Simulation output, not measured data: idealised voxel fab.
The process module presented herein is designated voxel air gaps.
Section cut is 255 nm wide and gridded with 5 nm square cells.
If you're reading a cross-section in this doc, picture square cells in a grid; it comes to you as bands, top ones listed first down to the bottom, and a band can be one or more rows of cells.
Within each band entry, the heights of the top and of the bottom of the band appear first, in that order and in nm; the materials of the band then follow from left to right, each with its corresponding width in nm. The designation "throughout" on a single material indicates that it fills the band from edge to edge; the designation "air" indicates empty space.
Height datum 0, below which the as-received substrate wafer is one material. Lowest band open at the bottom, running downward: "0 -> down".
When a width is written as two numbers, as in "30..40", the first number is the width in the top row of cells of the band and the second is the width in its bottom row, and the width changes by the same amount from each row to the next.
"no modifications" (step): cross-section cells unchanged, all of them.
"Enclosed void catalog": sealed empty spaces, 8 cells or more, no open way to top, listed width x height at distance, with distance from the left edge and width, height and distance in nm.
Step line, after settings: the simulator's comment on this step.
When a step includes a mask, the "overlay nm" setting on its line states how far to the right of its planned place that mask lay, and negative values state how far to the left.

## The following list gives the planned process steps
| 1 | RECEIVE | material Si |
| 2 | CONFORMAL_DEP | material SiO2 | thk nm 15 |
| 3 | CONFORMAL_DEP | material SiCN | thk nm 5 |
| 4 | DIRECTIONAL_DEP | material lowk | thk nm 30 |
| 5 | MASKED_ETCH | tone open | mask id LINES | width nm 20 | pitch nm 45 | etch materials lowk | depth nm 30 | overlay nm 0 |
| 6 | CONFORMAL_DEP | material TiN | thk nm 5 |
| 7 | FILL_DEP | material W | thk nm 10 |
| 8 | CMP | height nm 50 |
| 9 | EPI | material Ru | thk nm 10 |
| 10 | SELECTIVE_ETCH | etch materials lowk | depth nm 40 |
| 11 | CONFORMAL_DEP | material SiCN | thk nm 5 |

## Shown in cross-section is the wafer as received, that is, as it stands after step 1
* 0 -> down | Si throughout
* Enclosed void catalog: none

## Cross-sectional view of the first of the two wafers upon completion of the module, processed in accordance with the plan
* 65 -> 60 | 55 nm air, then 140 nm SiCN, then 60 nm air
* 60 -> 50 | 55 nm air, then 5 nm SiCN, then 40 nm Ru, then 5 nm SiCN, then 40 nm Ru, then 5 nm SiCN, then 40 nm Ru, then 5 nm SiCN, then 60 nm air
* 50 -> 45 | 55 nm air, then 15 nm SiCN, then 5 nm TiN, then 10 nm W, then 5 nm TiN, then 25 nm SiCN, then 5 nm TiN, then 10 nm W, then 5 nm TiN, then 25 nm SiCN, then 5 nm TiN, then 10 nm W, then 5 nm TiN, then 15 nm SiCN, then 60 nm air
* 45 -> 25 | 65 nm air, then 5 nm SiCN, then 5 nm TiN, then 10 nm W, then 5 nm TiN, then 5 nm SiCN, then 15 nm air, then 5 nm SiCN, then 5 nm TiN, then 10 nm W, then 5 nm TiN, then 5 nm SiCN, then 15 nm air, then 5 nm SiCN, then 5 nm TiN, then 10 nm W, then 5 nm TiN, then 5 nm SiCN, then 70 nm air
* 25 -> 20 | 70 nm SiCN, then 20 nm TiN, then 25 nm SiCN, then 20 nm TiN, then 25 nm SiCN, then 20 nm TiN, then 75 nm SiCN
* 20 -> 15 | SiCN throughout
* 15 -> 0 | SiO2 throughout
* 0 -> down | Si throughout
* Enclosed void catalog: 15 x 20 at 95; 15 x 20 at 140

## End of module, second wafer, cross-section. Started like the first, planned like the first, run with one mistake
* 65 -> 60 | 45 nm air, then 140 nm SiCN, then 70 nm air
* 60 -> 50 | 45 nm air, then 5 nm SiCN, then 40 nm Ru, then 5 nm SiCN, then 40 nm Ru, then 5 nm SiCN, then 40 nm Ru, then 5 nm SiCN, then 70 nm air
* 50 -> 45 | 45 nm air, then 15 nm SiCN, then 5 nm TiN, then 10 nm W, then 5 nm TiN, then 25 nm SiCN, then 5 nm TiN, then 10 nm W, then 5 nm TiN, then 25 nm SiCN, then 5 nm TiN, then 10 nm W, then 5 nm TiN, then 15 nm SiCN, then 70 nm air
* 45 -> 25 | 55 nm air, then 5 nm SiCN, then 5 nm TiN, then 10 nm W, then 5 nm TiN, then 5 nm SiCN, then 15 nm air, then 5 nm SiCN, then 5 nm TiN, then 10 nm W, then 5 nm TiN, then 5 nm SiCN, then 15 nm air, then 5 nm SiCN, then 5 nm TiN, then 10 nm W, then 5 nm TiN, then 5 nm SiCN, then 80 nm air
* 25 -> 20 | 60 nm SiCN, then 20 nm TiN, then 25 nm SiCN, then 20 nm TiN, then 25 nm SiCN, then 20 nm TiN, then 85 nm SiCN
* 20 -> 15 | SiCN throughout
* 15 -> 0 | SiO2 throughout
* 0 -> down | Si throughout
* Enclosed void catalog: 15 x 20 at 85; 15 x 20 at 130
Deviation from plan: step 5 did not use the planned setting and instead ran as MASKED_ETCH | tone open | mask id LINES | width nm 20 | pitch nm 45 | etch materials lowk | depth nm 30 | overlay nm -10
So at the finish, the second wafer's got exactly as many cells of each material as the first, just not in the same spots.
